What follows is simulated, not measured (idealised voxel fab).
process module | voxel ribs on slabs
cross-section cut | 145 nm wide | cells 5 nm
A cross-section is a grid of square cells, given in bands from the top down. A band is one or more rows of cells.
Each band's line starts with the height of the band's top and of its bottom, in nm. Then come its materials from left to right, each with its width in nm. One material with "throughout" fills the band from edge to edge. "air" is empty space.
Height 0 is the level under which the wafer as received is all one material. The lowest band goes on downwards, as in "0 down".
A width such as "30 to 40" changes by the same amount from each row of cells to the next, from the band's top row to its bottom row.
"no change" after a step means that no cell of the cross-section changed.
closed voids: empty space of 8 cells or more with no open way to the top, each as width x height at its distance from the left edge, in nm
after a step's settings: what the simulator itself notes on the step
overlay nm, on a step with a mask: how far to the right of its planned place the mask lay; to the left if negative
Each pair below shows a cross-section before one step and the cross-section after it, down to the lowest band that changed. The line under each pair gives the step between them, with its settings. The pairs can come from different runs of this module on the same starting wafer, so a pair continues from the pair above only where its "before" says so.
before
  0 down: Si throughout
  closed voids: none
after
  25 to 0: SiO2 throughout
  below 0: unchanged
  closed voids: none
the step between: op DIRECTIONAL_DEP | material SiO2 | thk nm 25
before: the cross-section after the pair above
after
  45 to 25: polySi throughout
  below 25: unchanged
  closed voids: none
the step between: op DIRECTIONAL_DEP | material polySi | thk nm 20
before: the cross-section after the pair above
after
  60 to 45: aC throughout
  below 45: unchanged
  closed voids: none
the step between: op DIRECTIONAL_DEP | material aC | thk nm 15
before: the cross-section after the pair above
after
  90 to 60: air 55 | resist 30 | air 60
  below 60: unchanged
  closed voids: none
the step between: op PATTERN | tone cover | mask id RIB | material resist | width nm 30 | thk nm 30 | overlay nm 0
before: the cross-section after the pair above
after
  75 to 60: air 55 | resist 30 | air 60
  60 to 45: air 55 | aC 30 | air 60
  below 45: unchanged
  closed voids: none
the step between: op DIRECTIONAL_ETCH | etch materials aC | depth nm 15
before: the cross-section after the pair above
after
  60 to 45: air 55 | aC 30 | air 60
  below 45: unchanged
  closed voids: none
the step between: op STRIP | etch materials resist
before: the cross-section after the pair above
after
  60 to 45: air 55 | aC 30 | air 60
  45 to 35: air 55 | polySi 30 | air 60
  below 35: unchanged
  closed voids: none
the step between: op DIRECTIONAL_ETCH | etch materials polySi | depth nm 10
before: the cross-section after the pair above
after
  45 to 35: air 55 | polySi 30 | air 60
  below 35: unchanged
  closed voids: none
the step between: op STRIP | etch materials aC
before: the cross-section after the pair above
after
  55 to 45: air 55 | aC 30 | air 60
  45 to 35: aC 55 | polySi 30 | aC 60
  below 35: unchanged
  closed voids: none
the step between: op DIRECTIONAL_DEP | material aC | thk nm 10
before: the cross-section after the pair above
after
  80 to 55: air 30 | resist 80 | air 35
  55 to 45: air 30 | resist 25 | aC 30 | resist 25 | air 35
  below 45: unchanged
  closed voids: none
the step between: op PATTERN | tone cover | mask id SLAB | material resist | width nm 80 | thk nm 25 | overlay nm 0
before: the cross-section after the pair above
after
  70 to 55: air 30 | resist 80 | air 35
  55 to 45: air 30 | resist 25 | aC 30 | resist 25 | air 35
  45 to 35: air 30 | aC 25 | polySi 30 | aC 25 | air 35
  below 35: unchanged
  closed voids: none
the step between: op DIRECTIONAL_ETCH | etch materials aC | depth nm 10
before: the cross-section after the pair above
after
  55 to 45: air 55 | aC 30 | air 60
  below 45: unchanged
  closed voids: none
the step between: op STRIP | etch materials resist
before: the cross-section after the pair above
after
  55 to 45: air 55 | aC 30 | air 60
  45 to 35: air 30 | aC 25 | polySi 30 | aC 25 | air 35
  35 to 25: air 30 | polySi 80 | air 35
  below 25: unchanged
  closed voids: none
the step between: op DIRECTIONAL_ETCH | etch materials polySi | depth nm 10
before: the cross-section after the pair above
after
  45 to 35: air 55 | polySi 30 | air 60
  below 35: unchanged
  closed voids: none
the step between: op STRIP | etch materials aC
before: the cross-section after the pair above
after
  65 to 45: SiO2 throughout
  45 to 35: SiO2 55 | polySi 30 | SiO2 60
  35 to 25: SiO2 30 | polySi 80 | SiO2 35
  below 25: unchanged
  closed voids: none
the step between: op FILL_DEP | material SiO2 | thk nm 20
before: the cross-section after the pair above
after
  55 to 45: SiO2 throughout
  below 45: unchanged
  closed voids: none
the step between: op CMP | height nm 55
before: the cross-section after the pair above
after
  60 to 55: W throughout
  below 55: unchanged
  closed voids: none
the step between: op DIRECTIONAL_DEP | material W | thk nm 5
before: the cross-section after the pair above
after
  75 to 60: aC throughout
  below 60: unchanged
  closed voids: none
the step between: op DIRECTIONAL_DEP | material aC | thk nm 15
before: the cross-section after the pair above
after
  105 to 75: air 50 | resist 40 | air 55
  below 75: unchanged
  closed voids: none
the step between: op PATTERN | tone cover | mask id HEATER | material resist | width nm 40 | thk nm 30 | overlay nm 0
before: the cross-section after the pair above
after
  90 to 75: air 50 | resist 40 | air 55
  75 to 60: air 50 | aC 40 | air 55
  below 60: unchanged
  closed voids: none
the step between: op DIRECTIONAL_ETCH | etch materials aC | depth nm 15
before: the cross-section after the pair above
after
  75 to 60: air 50 | aC 40 | air 55
  below 60: unchanged
  closed voids: none
the step between: op STRIP | etch materials resist
before: the cross-section after the pair above
after
  75 to 60: air 50 | aC 40 | air 55
  60 to 55: air 50 | W 40 | air 55
  below 55: unchanged
  closed voids: none
the step between: op DIRECTIONAL_ETCH | etch materials W | depth nm 5
before: the cross-section after the pair above
after
  60 to 55: air 50 | W 40 | air 55
  below 55: unchanged
  closed voids: none
the step between: op STRIP | etch materials aC
before: the cross-section after the pair above
after
  70 to 65: air 40 | SiO2 60 | air 45
  65 to 60: SiO2 throughout
  60 to 55: SiO2 50 | W 40 | SiO2 55
  below 55: unchanged
  closed voids: none
the step between: op CONFORMAL_DEP | material SiO2 | thk nm 10
before
  45 to 25: polySi throughout
  25 to 0: SiO2 throughout
  0 down: Si throughout
  closed voids: none
after
  65 to 25: polySi throughout
  below 25: unchanged
  closed voids: none
the step between: op DIRECTIONAL_DEP | material polySi | thk nm 20
before: the cross-section after the pair above
after
  80 to 65: aC throughout
  below 65: unchanged
  closed voids: none
the step between: op DIRECTIONAL_DEP | material aC | thk nm 15
before: the cross-section after the pair above
after
  110 to 80: air 55 | resist 30 | air 60
  below 80: unchanged
  closed voids: none
the step between: op PATTERN | tone cover | mask id RIB | material resist | width nm 30 | thk nm 30 | overlay nm 0
before: the cross-section after the pair above
after
  95 to 80: air 55 | resist 30 | air 60
  80 to 65: air 55 | aC 30 | air 60
  below 65: unchanged
  closed voids: none
the step between: op DIRECTIONAL_ETCH | etch materials aC | depth nm 15
before: the cross-section after the pair above
after
  80 to 65: air 55 | aC 30 | air 60
  below 65: unchanged
  closed voids: none
the step between: op STRIP | etch materials resist
before: the cross-section after the pair above
after
  80 to 65: air 55 | aC 30 | air 60
  65 to 55: air 55 | polySi 30 | air 60
  below 55: unchanged
  closed voids: none
the step between: op DIRECTIONAL_ETCH | etch materials polySi | depth nm 10
before: the cross-section after the pair above
after
  65 to 55: air 55 | polySi 30 | air 60
  below 55: unchanged
  closed voids: none
the step between: op STRIP | etch materials aC
before: the cross-section after the pair above
after
  75 to 65: air 55 | aC 30 | air 60
  65 to 55: aC 55 | polySi 30 | aC 60
  below 55: unchanged
  closed voids: none
the step between: op DIRECTIONAL_DEP | material aC | thk nm 10
before: the cross-section after the pair above
after
  100 to 75: air 30 | resist 80 | air 35
  75 to 65: air 30 | resist 25 | aC 30 | resist 25 | air 35
  below 65: unchanged
  closed voids: none
the step between: op PATTERN | tone cover | mask id SLAB | material resist | width nm 80 | thk nm 25 | overlay nm 0
before: the cross-section after the pair above
after
  90 to 75: air 30 | resist 80 | air 35
  75 to 65: air 30 | resist 25 | aC 30 | resist 25 | air 35
  65 to 55: air 30 | aC 25 | polySi 30 | aC 25 | air 35
  below 55: unchanged
  closed voids: none
the step between: op DIRECTIONAL_ETCH | etch materials aC | depth nm 10
before: the cross-section after the pair above
after
  75 to 65: air 55 | aC 30 | air 60
  below 65: unchanged
  closed voids: none
the step between: op STRIP | etch materials resist
before: the cross-section after the pair above
after
  75 to 65: air 55 | aC 30 | air 60
  65 to 55: air 30 | aC 25 | polySi 30 | aC 25 | air 35
  55 to 45: air 30 | polySi 80 | air 35
  below 45: unchanged
  closed voids: none
the step between: op DIRECTIONAL_ETCH | etch materials polySi | depth nm 10
before: the cross-section after the pair above
after
  65 to 55: air 55 | polySi 30 | air 60
  below 55: unchanged
  closed voids: none
the step between: op STRIP | etch materials aC
before: the cross-section after the pair above
after
  85 to 65: SiO2 throughout
  65 to 55: SiO2 55 | polySi 30 | SiO2 60
  55 to 45: SiO2 30 | polySi 80 | SiO2 35
  below 45: unchanged
  closed voids: none
the step between: op FILL_DEP | material SiO2 | thk nm 20
before: the cross-section after the pair above
after
  55 to 45: SiO2 30 | polySi 80 | SiO2 35
  below 45: unchanged
  closed voids: none
the step between: op CMP | height nm 55
before: the cross-section after the pair above
after
  60 to 55: W throughout
  below 55: unchanged
  closed voids: none
the step between: op DIRECTIONAL_DEP | material W | thk nm 5
before: the cross-section after the pair above
after
  75 to 60: aC throughout
  below 60: unchanged
  closed voids: none
the step between: op DIRECTIONAL_DEP | material aC | thk nm 15
before: the cross-section after the pair above
after
  105 to 75: air 50 | resist 40 | air 55
  below 75: unchanged
  closed voids: none
the step between: op PATTERN | tone cover | mask id HEATER | material resist | width nm 40 | thk nm 30 | overlay nm 0
before: the cross-section after the pair above
after
  90 to 75: air 50 | resist 40 | air 55
  75 to 60: air 50 | aC 40 | air 55
  below 60: unchanged
  closed voids: none
the step between: op DIRECTIONAL_ETCH | etch materials aC | depth nm 15
before: the cross-section after the pair above
after
  75 to 60: air 50 | aC 40 | air 55
  below 60: unchanged
  closed voids: none
the step between: op STRIP | etch materials resist
before: the cross-section after the pair above
after
  75 to 60: air 50 | aC 40 | air 55
  60 to 55: air 50 | W 40 | air 55
  below 55: unchanged
  closed voids: none
the step between: op DIRECTIONAL_ETCH | etch materials W | depth nm 5
before: the cross-section after the pair above
after
  60 to 55: air 50 | W 40 | air 55
  below 55: unchanged
  closed voids: none
the step between: op STRIP | etch materials aC
before: the cross-section after the pair above
after
  70 to 65: air 40 | SiO2 60 | air 45
  65 to 60: SiO2 throughout
  60 to 55: SiO2 50 | W 40 | SiO2 55
  below 55: unchanged
  closed voids: none
the step between: op CONFORMAL_DEP | material SiO2 | thk nm 10
before
  0 down: Si throughout
  closed voids: none
after
  20 to 0: polySi throughout
  below 0: unchanged
  closed voids: none
the step between: op DIRECTIONAL_DEP | material polySi | thk nm 20
before: the cross-section after the pair above
after
  45 to 20: SiO2 throughout
  below 20: unchanged
  closed voids: none
the step between: op DIRECTIONAL_DEP | material SiO2 | thk nm 25
before: the cross-section after the pair above
after
  60 to 45: aC throughout
  below 45: unchanged
  closed voids: none
the step between: op DIRECTIONAL_DEP | material aC | thk nm 15
before: the cross-section after the pair above
after
  90 to 60: air 55 | resist 30 | air 60
  below 60: unchanged
  closed voids: none
the step between: op PATTERN | tone cover | mask id RIB | material resist | width nm 30 | thk nm 30 | overlay nm 0
before: the cross-section after the pair above
after
  75 to 60: air 55 | resist 30 | air 60
  60 to 45: air 55 | aC 30 | air 60
  below 45: unchanged
  closed voids: none
the step between: op DIRECTIONAL_ETCH | etch materials aC | depth nm 15
before: the cross-section after the pair above
after
  60 to 45: air 55 | aC 30 | air 60
  below 45: unchanged
  closed voids: none
the step between: op STRIP | etch materials resist
before: the cross-section after the pair above
after
  45 to 20: SiO2 throughout
  below 20: unchanged
  closed voids: none
the step between: op STRIP | etch materials aC
before: the cross-section after the pair above
after
  55 to 45: aC throughout
  below 45: unchanged
  closed voids: none
the step between: op DIRECTIONAL_DEP | material aC | thk nm 10
before: the cross-section after the pair above
after
  80 to 55: air 30 | resist 80 | air 35
  below 55: unchanged
  closed voids: none
the step between: op PATTERN | tone cover | mask id SLAB | material resist | width nm 80 | thk nm 25 | overlay nm 0
before: the cross-section after the pair above
after
  70 to 55: air 30 | resist 80 | air 35
  55 to 45: air 30 | aC 80 | air 35
  below 45: unchanged
  closed voids: none
the step between: op DIRECTIONAL_ETCH | etch materials aC | depth nm 10
before: the cross-section after the pair above
after
  55 to 45: air 30 | aC 80 | air 35
  below 45: unchanged
  closed voids: none
the step between: op STRIP | etch materials resist
before: the cross-section after the pair above
after
  45 to 20: SiO2 throughout
  below 20: unchanged
  closed voids: none
the step between: op STRIP | etch materials aC
before: the cross-section after the pair above
after
  65 to 20: SiO2 throughout
  below 20: unchanged
  closed voids: none
the step between: op FILL_DEP | material SiO2 | thk nm 20
before: the cross-section after the pair above
after
  55 to 20: SiO2 throughout
  below 20: unchanged
  closed voids: none
the step between: op CMP | height nm 55
before: the cross-section after the pair above
after
  60 to 55: W throughout
  below 55: unchanged
  closed voids: none
the step between: op DIRECTIONAL_DEP | material W | thk nm 5
before: the cross-section after the pair above
after
  75 to 60: aC throughout
  below 60: unchanged
  closed voids: none
the step between: op DIRECTIONAL_DEP | material aC | thk nm 15
before: the cross-section after the pair above
after
  105 to 75: air 50 | resist 40 | air 55
  below 75: unchanged
  closed voids: none
the step between: op PATTERN | tone cover | mask id HEATER | material resist | width nm 40 | thk nm 30 | overlay nm 0
before: the cross-section after the pair above
after
  90 to 75: air 50 | resist 40 | air 55
  75 to 60: air 50 | aC 40 | air 55
  below 60: unchanged
  closed voids: none
the step between: op DIRECTIONAL_ETCH | etch materials aC | depth nm 15
before: the cross-section after the pair above
after
  75 to 60: air 50 | aC 40 | air 55
  below 60: unchanged
  closed voids: none
the step between: op STRIP | etch materials resist
before: the cross-section after the pair above
after
  75 to 60: air 50 | aC 40 | air 55
  60 to 55: air 50 | W 40 | air 55
  below 55: unchanged
  closed voids: none
the step between: op DIRECTIONAL_ETCH | etch materials W | depth nm 5
before: the cross-section after the pair above
after
  60 to 55: air 50 | W 40 | air 55
  below 55: unchanged
  closed voids: none
the step between: op STRIP | etch materials aC
before: the cross-section after the pair above
after
  70 to 65: air 40 | SiO2 60 | air 45
  65 to 60: SiO2 throughout
  60 to 55: SiO2 50 | W 40 | SiO2 55
  below 55: unchanged
  closed voids: none
the step between: op CONFORMAL_DEP | material SiO2 | thk nm 10
before
  65 to 45: SiO2 throughout
  45 to 35: SiO2 55 | polySi 30 | SiO2 60
  35 to 25: SiO2 30 | polySi 80 | SiO2 35
  25 to 0: SiO2 throughout
  0 down: Si throughout
  closed voids: none
after
  60 to 45: SiO2 throughout
  below 45: unchanged
  closed voids: none
the step between: op CMP | height nm 60
before: the cross-section after the pair above
after
  65 to 60: W throughout
  below 60: unchanged
  closed voids: none
the step between: op DIRECTIONAL_DEP | material W | thk nm 5
before: the cross-section after the pair above
after
  80 to 65: aC throughout
  below 65: unchanged
  closed voids: none
the step between: op DIRECTIONAL_DEP | material aC | thk nm 15
before: the cross-section after the pair above
after
  110 to 80: air 50 | resist 40 | air 55
  below 80: unchanged
  closed voids: none
the step between: op PATTERN | tone cover | mask id HEATER | material resist | width nm 40 | thk nm 30 | overlay nm 0
before: the cross-section after the pair above
after
  95 to 80: air 50 | resist 40 | air 55
  80 to 65: air 50 | aC 40 | air 55
  below 65: unchanged
  closed voids: none
the step between: op DIRECTIONAL_ETCH | etch materials aC | depth nm 15
before: the cross-section after the pair above
after
  80 to 65: air 50 | aC 40 | air 55
  below 65: unchanged
  closed voids: none
the step between: op STRIP | etch materials resist
before: the cross-section after the pair above
after
  80 to 65: air 50 | aC 40 | air 55
  65 to 60: air 50 | W 40 | air 55
  below 60: unchanged
  closed voids: none
the step between: op DIRECTIONAL_ETCH | etch materials W | depth nm 5
before: the cross-section after the pair above
after
  65 to 60: air 50 | W 40 | air 55
  below 60: unchanged
  closed voids: none
the step between: op STRIP | etch materials aC
before: the cross-section after the pair above
after
  75 to 70: air 40 | SiO2 60 | air 45
  70 to 65: SiO2 throughout
  65 to 60: SiO2 50 | W 40 | SiO2 55
  below 60: unchanged
  closed voids: none
the step between: op CONFORMAL_DEP | material SiO2 | thk nm 10
before
  75 to 60: aC throughout
  60 to 55: W throughout
  55 to 45: SiO2 throughout
  45 to 35: SiO2 55 | polySi 30 | SiO2 60
  35 to 25: SiO2 30 | polySi 80 | SiO2 35
  25 to 0: SiO2 throughout
  0 down: Si throughout
  closed voids: none
after
  105 to 75: air 45 | resist 50 | air 50
  below 75: unchanged
  closed voids: none
the step between: op PATTERN | tone cover | mask id HEATER | material resist | width nm 50 | thk nm 30 | overlay nm 0
before: the cross-section after the pair above
after
  90 to 75: air 45 | resist 50 | air 50
  75 to 60: air 45 | aC 50 | air 50
  below 60: unchanged
  closed voids: none
the step between: op DIRECTIONAL_ETCH | etch materials aC | depth nm 15
before: the cross-section after the pair above
after
  75 to 60: air 45 | aC 50 | air 50
  below 60: unchanged
  closed voids: none
the step between: op STRIP | etch materials resist
before: the cross-section after the pair above
after
  75 to 60: air 45 | aC 50 | air 50
  60 to 55: air 45 | W 50 | air 50
  below 55: unchanged
  closed voids: none
the step between: op DIRECTIONAL_ETCH | etch materials W | depth nm 5
before: the cross-section after the pair above
after
  60 to 55: air 45 | W 50 | air 50
  below 55: unchanged
  closed voids: none
the step between: op STRIP | etch materials aC
before: the cross-section after the pair above
after
  70 to 65: air 35 | SiO2 70 | air 40
  65 to 60: SiO2 throughout
  60 to 55: SiO2 45 | W 50 | SiO2 50
  below 55: unchanged
  closed voids: none
the step between: op CONFORMAL_DEP | material SiO2 | thk nm 10
before
  60 to 45: aC throughout
  45 to 25: polySi throughout
  25 to 0: SiO2 throughout
  0 down: Si throughout
  closed voids: none
after
  90 to 60: air 45 | resist 30 | air 70
  below 60: unchanged
  closed voids: none
the step between: op PATTERN | tone cover | mask id RIB | material resist | width nm 30 | thk nm 30 | overlay nm -10
before: the cross-section after the pair above
after
  75 to 60: air 45 | resist 30 | air 70
  60 to 45: air 45 | aC 30 | air 70
  below 45: unchanged
  closed voids: none
the step between: op DIRECTIONAL_ETCH | etch materials aC | depth nm 15
before: the cross-section after the pair above
after
  60 to 45: air 45 | aC 30 | air 70
  below 45: unchanged
  closed voids: none
the step between: op STRIP | etch materials resist
before: the cross-section after the pair above
after
  60 to 45: air 45 | aC 30 | air 70
  45 to 35: air 45 | polySi 30 | air 70
  below 35: unchanged
  closed voids: none
the step between: op DIRECTIONAL_ETCH | etch materials polySi | depth nm 10
before: the cross-section after the pair above
after
  45 to 35: air 45 | polySi 30 | air 70
  below 35: unchanged
  closed voids: none
the step between: op STRIP | etch materials aC
before: the cross-section after the pair above
after
  55 to 45: air 45 | aC 30 | air 70
  45 to 35: aC 45 | polySi 30 | aC 70
  below 35: unchanged
  closed voids: none
the step between: op DIRECTIONAL_DEP | material aC | thk nm 10
before: the cross-section after the pair above
after
  80 to 55: air 30 | resist 80 | air 35
  55 to 45: air 30 | resist 15 | aC 30 | resist 35 | air 35
  below 45: unchanged
  closed voids: none
the step between: op PATTERN | tone cover | mask id SLAB | material resist | width nm 80 | thk nm 25 | overlay nm 0
before: the cross-section after the pair above
after
  70 to 55: air 30 | resist 80 | air 35
  55 to 45: air 30 | resist 15 | aC 30 | resist 35 | air 35
  45 to 35: air 30 | aC 15 | polySi 30 | aC 35 | air 35
  below 35: unchanged
  closed voids: none
the step between: op DIRECTIONAL_ETCH | etch materials aC | depth nm 10
before: the cross-section after the pair above
after
  55 to 45: air 45 | aC 30 | air 70
  below 45: unchanged
  closed voids: none
the step between: op STRIP | etch materials resist
before: the cross-section after the pair above
after
  55 to 45: air 45 | aC 30 | air 70
  45 to 35: air 30 | aC 15 | polySi 30 | aC 35 | air 35
  35 to 25: air 30 | polySi 80 | air 35
  below 25: unchanged
  closed voids: none
the step between: op DIRECTIONAL_ETCH | etch materials polySi | depth nm 10
before: the cross-section after the pair above
after
  45 to 35: air 45 | polySi 30 | air 70
  below 35: unchanged
  closed voids: none
the step between: op STRIP | etch materials aC
before: the cross-section after the pair above
after
  65 to 45: SiO2 throughout
  45 to 35: SiO2 45 | polySi 30 | SiO2 70
  35 to 25: SiO2 30 | polySi 80 | SiO2 35
  below 25: unchanged
  closed voids: none
the step between: op FILL_DEP | material SiO2 | thk nm 20
before: the cross-section after the pair above
after
  55 to 45: SiO2 throughout
  below 45: unchanged
  closed voids: none
the step between: op CMP | height nm 55
before: the cross-section after the pair above
after
  60 to 55: W throughout
  below 55: unchanged
  closed voids: none
the step between: op DIRECTIONAL_DEP | material W | thk nm 5
before: the cross-section after the pair above
after
  75 to 60: aC throughout
  below 60: unchanged
  closed voids: none
the step between: op DIRECTIONAL_DEP | material aC | thk nm 15
before: the cross-section after the pair above
after
  105 to 75: air 50 | resist 40 | air 55
  below 75: unchanged
  closed voids: none
the step between: op PATTERN | tone cover | mask id HEATER | material resist | width nm 40 | thk nm 30 | overlay nm 0
before: the cross-section after the pair above
after
  90 to 75: air 50 | resist 40 | air 55
  75 to 60: air 50 | aC 40 | air 55
  below 60: unchanged
  closed voids: none
the step between: op DIRECTIONAL_ETCH | etch materials aC | depth nm 15
before: the cross-section after the pair above
after
  75 to 60: air 50 | aC 40 | air 55
  below 60: unchanged
  closed voids: none
the step between: op STRIP | etch materials resist
before: the cross-section after the pair above
after
  75 to 60: air 50 | aC 40 | air 55
  60 to 55: air 50 | W 40 | air 55
  below 55: unchanged
  closed voids: none
the step between: op DIRECTIONAL_ETCH | etch materials W | depth nm 5
before: the cross-section after the pair above
after
  60 to 55: air 50 | W 40 | air 55
  below 55: unchanged
  closed voids: none
the step between: op STRIP | etch materials aC
before: the cross-section after the pair above
after
  70 to 65: air 40 | SiO2 60 | air 45
  65 to 60: SiO2 throughout
  60 to 55: SiO2 50 | W 40 | SiO2 55
  below 55: unchanged
  closed voids: none
the step between: op CONFORMAL_DEP | material SiO2 | thk nm 10
before
  0 down: Si throughout
  closed voids: none
after
  25 to 0: W throughout
  below 0: unchanged
  closed voids: none
the step between: op DIRECTIONAL_DEP | material W | thk nm 25
before: the cross-section after the pair above
after
  45 to 25: polySi throughout
  below 25: unchanged
  closed voids: none
the step between: op DIRECTIONAL_DEP | material polySi | thk nm 20
before: the cross-section after the pair above
after
  60 to 45: aC throughout
  below 45: unchanged
  closed voids: none
the step between: op DIRECTIONAL_DEP | material aC | thk nm 15
before: the cross-section after the pair above
after
  90 to 60: air 55 | resist 30 | air 60
  below 60: unchanged
  closed voids: none
the step between: op PATTERN | tone cover | mask id RIB | material resist | width nm 30 | thk nm 30 | overlay nm 0
before: the cross-section after the pair above
after
  75 to 60: air 55 | resist 30 | air 60
  60 to 45: air 55 | aC 30 | air 60
  below 45: unchanged
  closed voids: none
the step between: op DIRECTIONAL_ETCH | etch materials aC | depth nm 15
before: the cross-section after the pair above
after
  60 to 45: air 55 | aC 30 | air 60
  below 45: unchanged
  closed voids: none
the step between: op STRIP | etch materials resist
before: the cross-section after the pair above
after
  60 to 45: air 55 | aC 30 | air 60
  45 to 35: air 55 | polySi 30 | air 60
  below 35: unchanged
  closed voids: none
the step between: op DIRECTIONAL_ETCH | etch materials polySi | depth nm 10
before: the cross-section after the pair above
after
  45 to 35: air 55 | polySi 30 | air 60
  below 35: unchanged
  closed voids: none
the step between: op STRIP | etch materials aC
before: the cross-section after the pair above
after
  55 to 45: air 55 | aC 30 | air 60
  45 to 35: aC 55 | polySi 30 | aC 60
  below 35: unchanged
  closed voids: none
the step between: op DIRECTIONAL_DEP | material aC | thk nm 10
before: the cross-section after the pair above
after
  80 to 55: air 30 | resist 80 | air 35
  55 to 45: air 30 | resist 25 | aC 30 | resist 25 | air 35
  below 45: unchanged
  closed voids: none
the step between: op PATTERN | tone cover | mask id SLAB | material resist | width nm 80 | thk nm 25 | overlay nm 0
before: the cross-section after the pair above
after
  70 to 55: air 30 | resist 80 | air 35
  55 to 45: air 30 | resist 25 | aC 30 | resist 25 | air 35
  45 to 35: air 30 | aC 25 | polySi 30 | aC 25 | air 35
  below 35: unchanged
  closed voids: none
the step between: op DIRECTIONAL_ETCH | etch materials aC | depth nm 10
before: the cross-section after the pair above
after
  55 to 45: air 55 | aC 30 | air 60
  below 45: unchanged
  closed voids: none
the step between: op STRIP | etch materials resist
before: the cross-section after the pair above
after
  55 to 45: air 55 | aC 30 | air 60
  45 to 35: air 30 | aC 25 | polySi 30 | aC 25 | air 35
  35 to 25: air 30 | polySi 80 | air 35
  below 25: unchanged
  closed voids: none
the step between: op DIRECTIONAL_ETCH | etch materials polySi | depth nm 10
before: the cross-section after the pair above
after
  45 to 35: air 55 | polySi 30 | air 60
  below 35: unchanged
  closed voids: none
the step between: op STRIP | etch materials aC
before: the cross-section after the pair above
after
  65 to 45: SiO2 throughout
  45 to 35: SiO2 55 | polySi 30 | SiO2 60
  35 to 25: SiO2 30 | polySi 80 | SiO2 35
  below 25: unchanged
  closed voids: none
the step between: op FILL_DEP | material SiO2 | thk nm 20
before: the cross-section after the pair above
after
  55 to 45: SiO2 throughout
  below 45: unchanged
  closed voids: none
the step between: op CMP | height nm 55
before: the cross-section after the pair above
after
  60 to 55: W throughout
  below 55: unchanged
  closed voids: none
the step between: op DIRECTIONAL_DEP | material W | thk nm 5
before: the cross-section after the pair above
after
  75 to 60: aC throughout
  below 60: unchanged
  closed voids: none
the step between: op DIRECTIONAL_DEP | material aC | thk nm 15
before: the cross-section after the pair above
after
  105 to 75: air 50 | resist 40 | air 55
  below 75: unchanged
  closed voids: none
the step between: op PATTERN | tone cover | mask id HEATER | material resist | width nm 40 | thk nm 30 | overlay nm 0
before: the cross-section after the pair above
after
  90 to 75: air 50 | resist 40 | air 55
  75 to 60: air 50 | aC 40 | air 55
  below 60: unchanged
  closed voids: none
the step between: op DIRECTIONAL_ETCH | etch materials aC | depth nm 15
before: the cross-section after the pair above
after
  75 to 60: air 50 | aC 40 | air 55
  below 60: unchanged
  closed voids: none
the step between: op STRIP | etch materials resist
before: the cross-section after the pair above
after
  75 to 60: air 50 | aC 40 | air 55
  60 to 55: air 50 | W 40 | air 55
  below 55: unchanged
  closed voids: none
the step between: op DIRECTIONAL_ETCH | etch materials W | depth nm 5
before: the cross-section after the pair above
after
  60 to 55: air 50 | W 40 | air 55
  below 55: unchanged
  closed voids: none
the step between: op STRIP | etch materials aC
before: the cross-section after the pair above
after
  70 to 65: air 40 | SiO2 60 | air 45
  65 to 60: SiO2 throughout
  60 to 55: SiO2 50 | W 40 | SiO2 55
  below 55: unchanged
  closed voids: none
the step between: op CONFORMAL_DEP | material SiO2 | thk nm 10
before
  75 to 60: aC throughout
  60 to 55: W throughout
  55 to 45: SiO2 throughout
  45 to 35: SiO2 55 | polySi 30 | SiO2 60
  35 to 25: SiO2 30 | polySi 80 | SiO2 35
  25 to 0: SiO2 throughout
  0 down: Si throughout
  closed voids: none
after
  105 to 75: resist 50 | air 40 | resist 55
  below 75: unchanged
  closed voids: none
the step between: op PATTERN | tone open | mask id HEATER | material resist | width nm 40 | thk nm 30 | overlay nm 0
before: the cross-section after the pair above
after
  90 to 75: resist 50 | air 40 | resist 55
  75 to 60: aC 50 | air 40 | aC 55
  below 60: unchanged
  closed voids: none
the step between: op DIRECTIONAL_ETCH | etch materials aC | depth nm 15
before: the cross-section after the pair above
after
  75 to 60: aC 50 | air 40 | aC 55
  below 60: unchanged
  closed voids: none
the step between: op STRIP | etch materials resist
before: the cross-section after the pair above
after
  75 to 60: aC 50 | air 40 | aC 55
  60 to 55: W 50 | air 40 | W 55
  below 55: unchanged
  closed voids: none
the step between: op DIRECTIONAL_ETCH | etch materials W | depth nm 5
before: the cross-section after the pair above
after
  60 to 55: W 50 | air 40 | W 55
  below 55: unchanged
  closed voids: none
the step between: op STRIP | etch materials aC
before: the cross-section after the pair above
after
  70 to 65: SiO2 60 | air 20 | SiO2 65
  65 to 60: SiO2 throughout
  60 to 55: W 50 | SiO2 40 | W 55
  below 55: unchanged
  closed voids: none
the step between: op CONFORMAL_DEP | material SiO2 | thk nm 10
